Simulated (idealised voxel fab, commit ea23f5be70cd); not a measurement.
process module | voxel lift off
cross-section cut | 295 nm wide | cells 5 nm
A cross-section is a grid of square cells, given in bands from the top down. A band is one or more rows of cells.
Each band's line starts with the height of the band's top and of its bottom, in nm. Then come its materials from left to right, each with its width in nm. One material with "throughout" fills the band from edge to edge. "air" is empty space.
Height 0 is the level under which the wafer as received is all one material. The lowest band goes on downwards, as in "0 down".
A width such as "30 to 40" changes by the same amount from each row of cells to the next, from the band's top row to its bottom row.
"no change" after a step means that no cell of the cross-section changed.
closed voids: empty space of 8 cells or more with no open way to the top, each as width x height at its distance from the left edge, in nm
after a step's settings: what the simulator itself notes on the step
overlay nm, on a step with a mask: how far to the right of its planned place the mask lay; to the left if negative
plan
1 op RECEIVE | material Si
2 op CONFORMAL_DEP | material SiO2 | thk nm 15
3 op PATTERN | tone open | mask id LINES | material resist | width nm 20 | pitch nm 40 | thk nm 15 | overlay nm 0
4 op DIRECTIONAL_DEP | material Ru | thk nm 5
5 op STRIP | etch materials resist
6 op CONFORMAL_DEP | material SiCN | thk nm 5
as received, after step 1
  0 down: Si throughout
  closed voids: none
first wafer at the end, as planned
  25 to 20: air 110 | SiCN 30 | air 10 | SiCN 30 | air 115
  20 to 15: SiCN 115 | Ru 20 | SiCN 20 | Ru 20 | SiCN 120
  15 to 0: SiO2 throughout
  0 down: Si throughout
  closed voids: none
second wafer at the end: like start, like plan, one mistake
  25 to 20: air 105 | SiCN 30 | air 10 | SiCN 30 | air 120
  20 to 15: SiCN 110 | Ru 20 | SiCN 20 | Ru 20 | SiCN 125
  15 to 0: SiO2 throughout
  0 down: Si throughout
  closed voids: none
what went wrong: step 3 ran as: op PATTERN | tone open | mask id LINES | material resist | width nm 20 | pitch nm 40 | thk nm 15 | overlay nm -5
at the end the second wafer has, in cells: as many of each material as the first, in other places
